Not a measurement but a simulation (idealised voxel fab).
process module | voxel double patterning
cross-section cut | 155 nm wide | cells 5 nm
A cross-section is a grid of square cells, given in bands from the top down. A band is one or more rows of cells.
Each band's line starts with the height of the band's top and of its bottom, in nm. Then come its materials from left to right, each with its width in nm. One material with "throughout" fills the band from edge to edge. "air" is empty space.
Height 0 is the level under which the wafer as received is all one material. The lowest band goes on downwards, as in "0 down".
A width such as "30 to 40" changes by the same amount from each row of cells to the next, from the band's top row to its bottom row.
"no change" after a step means that no cell of the cross-section changed.
closed voids: empty space of 8 cells or more with no open way to the top, each as width x height at its distance from the left edge, in nm
after a step's settings: what the simulator itself notes on the step
overlay nm, on a step with a mask: how far to the right of its planned place the mask lay; to the left if negative
plan
1 op RECEIVE | material Si
2 op CONFORMAL_DEP | material SiO2 | thk nm 10
3 op DIRECTIONAL_DEP | material polySi | thk nm 15
4 op DIRECTIONAL_DEP | material SiCN | thk nm 10
5 op MASKED_ETCH | tone open | mask id FIRST | width nm 15 | pitch nm 50 | etch materials SiCN | depth nm 10 | overlay nm 0
6 op MASKED_ETCH | tone open | mask id SECOND | width nm 15 | pitch nm 50 | etch materials SiCN | depth nm 10 | overlay nm 0
7 op DIRECTIONAL_ETCH | etch materials polySi | depth nm 15
8 op STRIP | etch materials SiCN
as received, after step 1
  0 down: Si throughout
  closed voids: none
a wafer at the end: this start, this plan, one mistake
  35 to 25: SiCN 20 | air 15 | SiCN 10 | air 15 | SiCN 10 | air 15 | SiCN 10 | air 15 | SiCN 10 | air 15 | SiCN 20
  25 to 10: polySi 20 | air 15 | polySi 10 | air 15 | polySi 10 | air 15 | polySi 10 | air 15 | polySi 10 | air 15 | polySi 20
  10 to 0: SiO2 throughout
  0 down: Si throughout
  closed voids: none
what went wrong: step 8 was left out
